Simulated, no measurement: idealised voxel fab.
The process module that follows is named voxel gate over fins.
It is cross-section cut that appears here, measuring 255 nm in width, its square cells being 5 nm in size.
If you're reading a cross-section in this doc, picture square cells in a grid; it comes to you as bands, top ones listed first down to the bottom, and a band can be one or more rows of cells. Quick guide to a band line: top height, bottom height (nm) up front; then every material left to right with its width in nm. Only one material and it's marked "throughout"? Then it fills the band edge to edge. And "air" just means empty space. Heights from 0 (as-received wafer is one material below). Bottom band endless downward, as "0 down". When a width is written as two numbers, as in "30->40", the first number is the width in the top row of cells of the band and the second is the width in its bottom row, and the width changes by the same amount from each row to the next. "remained the same" after a step means that no cell of the cross-section changed. This entry, "Closed void list", enumerates those empty regions of no fewer than 8 cells that possess no open connection to the top. Each region is reported in the form width x height at distance, the distance being taken from the left edge, with all three quantities expressed in nm. Whatever follows a step's settings on its line is a remark the simulator itself makes about that step. The optional step-line setting "overlay nm" applies to steps with a mask and quantifies how far to the right of its planned location the mask lay, a negative value indicating leftward placement.
# Planned process steps
- 1: RECEIVE (material Si)
- 2: CONFORMAL_DEP (material SiN; thk nm 5)
- 3: MASKED_ETCH (tone cover; mask id FINS; width nm 15; pitch nm 55; etch materials SiN; depth nm 5; overlay nm 0)
- 4: MASKED_ETCH (tone cover; mask id FINS; width nm 15; pitch nm 55; etch materials Si; depth nm 40; overlay nm 0)
- 5: FILL_DEP (material SiO2; thk nm 5)
- 6: CMP (height nm 5)
- 7: PATTERN (tone open; mask id RAIL; material resist; width nm 15; thk nm 20; overlay nm 0)
- 8: DIRECTIONAL_ETCH (etch materials SiO2; depth nm 40)
- 9: STRIP (etch materials resist)
- 10: CONFORMAL_DEP (material TiN; thk nm 5)
- 11: FILL_DEP (material Ru; thk nm 5)
- 12: CMP (height nm 5)
- 13: SELECTIVE_ETCH (etch materials W Ru TiN; depth nm 25)
- 14: FILL_DEP (material SiO2; thk nm 5)
- 15: CMP (height nm 5)
- 16: SELECTIVE_ETCH (etch materials SiO2; depth nm 15)
- 17: STRIP (etch materials SiN)
- 18: CONFORMAL_DEP (material HfO2; thk nm 5)
- 19: CONFORMAL_DEP (material TiN; thk nm 5)
- 20: CONFORMAL_DEP (material TiAl; thk nm 5)
- 21: CONFORMAL_DEP (material TiN; thk nm 5)
- 22: FILL_DEP (material W; thk nm 15)
- 23: CMP (height nm 30)
- 24: CONFORMAL_DEP (material SiN; thk nm 10)
# As received (post step 1): cross-section
* 0 down: Si throughout
* Closed void list: none
# End-of-module XS, first of two wafers, run as planned
* 40 to 30: SiN throughout
* 30 to 20: W throughout
* 20 to 15: 15 of W | 220 of TiN | 20 of W
* 15 to 10: 15 of W | 5 of TiN | 45 of TiAl | 10 of TiN | 45 of TiAl | 10 of TiN | 45 of TiAl | 10 of TiN | 45 of TiAl | 5 of TiN | 20 of W
* 10 to 5: 20 of TiN | 5 of TiAl | 35 of TiN | 5 of TiAl | 10 of TiN | 5 of TiAl | 35 of TiN | 5 of TiAl | 10 of TiN | 5 of TiAl | 35 of TiN | 5 of TiAl | 10 of TiN | 5 of TiAl | 35 of TiN | 5 of TiAl | 25 of TiN
* 5 to 0: 25 of TiAl | 5 of TiN | 25 of HfO2 | 5 of TiN | 20 of TiAl | 5 of TiN | 25 of HfO2 | 5 of TiN | 20 of TiAl | 5 of TiN | 25 of HfO2 | 5 of TiN | 20 of TiAl | 5 of TiN | 25 of HfO2 | 5 of TiN | 30 of TiAl
* 0 to -5: 30 of TiN | 5 of HfO2 | 15 of Si | 5 of HfO2 | 30 of TiN | 5 of HfO2 | 15 of Si | 5 of HfO2 | 30 of TiN | 5 of HfO2 | 15 of Si | 5 of HfO2 | 30 of TiN | 5 of HfO2 | 15 of Si | 5 of HfO2 | 35 of TiN
* -5 to -10: 35 of HfO2 | 15 of Si | 40 of HfO2 | 15 of Si | 40 of HfO2 | 15 of Si | 40 of HfO2 | 15 of Si | 40 of HfO2
* -10 to -20: 35 of SiO2 | 15 of Si | 40 of SiO2 | 15 of Si | 40 of SiO2 | 15 of Si | 40 of SiO2 | 15 of Si | 40 of SiO2
* -20 to -30: 35 of SiO2 | 15 of Si | 10 of SiO2 | 5 of TiN | 5 of Ru | 5 of TiN | 15 of SiO2 | 15 of Si | 40 of SiO2 | 15 of Si | 40 of SiO2 | 15 of Si | 40 of SiO2
* -30 to -35: 35 of SiO2 | 15 of Si | 10 of SiO2 | 15 of TiN | 15 of SiO2 | 15 of Si | 40 of SiO2 | 15 of Si | 40 of SiO2 | 15 of Si | 40 of SiO2
* -35 to -40: 35 of SiO2 | 15 of Si | 40 of SiO2 | 15 of Si | 40 of SiO2 | 15 of Si | 40 of SiO2 | 15 of Si | 40 of SiO2
* -40 down: Si throughout
* Closed void list: none
# Cross-sectional view of the second of two wafers upon completion of the module. This wafer shared its starting condition and process plan with the first; one error was made during its execution
* 40 to 30: SiN throughout
* 30 to 20: W throughout
* 20 to 15: 15 of W | 220 of TiN | 20 of W
* 15 to 10: 15 of W | 5 of TiN | 45 of TiAl | 10 of TiN | 45 of TiAl | 10 of TiN | 45 of TiAl | 10 of TiN | 45 of TiAl | 5 of TiN | 20 of W
* 10 to 5: 20 of TiN | 5 of TiAl | 35 of TiN | 5 of TiAl | 10 of TiN | 5 of TiAl | 35 of TiN | 5 of TiAl | 10 of TiN | 5 of TiAl | 35 of TiN | 5 of TiAl | 10 of TiN | 5 of TiAl | 35 of TiN | 5 of TiAl | 25 of TiN
* 5 to 0: 25 of TiAl | 5 of TiN | 25 of HfO2 | 5 of TiN | 20 of TiAl | 5 of TiN | 25 of HfO2 | 5 of TiN | 20 of TiAl | 5 of TiN | 25 of HfO2 | 5 of TiN | 20 of TiAl | 5 of TiN | 25 of HfO2 | 5 of TiN | 30 of TiAl
* 0 to -5: 30 of TiN | 5 of HfO2 | 15 of Si | 5 of HfO2 | 30 of TiN | 5 of HfO2 | 15 of Si | 5 of HfO2 | 30 of TiN | 5 of HfO2 | 15 of Si | 5 of HfO2 | 30 of TiN | 5 of HfO2 | 15 of Si | 5 of HfO2 | 35 of TiN
* -5 to -10: 35 of HfO2 | 15 of Si | 40 of HfO2 | 15 of Si | 40 of HfO2 | 15 of Si | 40 of HfO2 | 15 of Si | 40 of HfO2
* -10 to -20: 35 of SiO2 | 15 of Si | 40 of SiO2 | 15 of Si | 40 of SiO2 | 15 of Si | 40 of SiO2 | 15 of Si | 40 of SiO2
* -20 to -30: 35 of SiO2 | 15 of Si | 10 of SiO2 | 5 of TiN | 10 of Ru | 5 of TiN | 10 of SiO2 | 15 of Si | 40 of SiO2 | 15 of Si | 40 of SiO2 | 15 of Si | 40 of SiO2
* -30 to -35: 35 of SiO2 | 15 of Si | 10 of SiO2 | 20 of TiN | 10 of SiO2 | 15 of Si | 40 of SiO2 | 15 of Si | 40 of SiO2 | 15 of Si | 40 of SiO2
* -35 to -40: 35 of SiO2 | 15 of Si | 40 of SiO2 | 15 of Si | 40 of SiO2 | 15 of Si | 40 of SiO2 | 15 of Si | 40 of SiO2
* -40 down: Si throughout
* Closed void list: none
So what did we get wrong on this run? in deviation from the planned setting, step 7 was conducted as PATTERN (tone open; mask id RAIL; material resist; width nm 20; thk nm 20; overlay nm 0)
Materials where the second wafer ends with more or fewer cells than the first: Ru: 2 more; SiO2: 3 fewer; TiN: 1 more
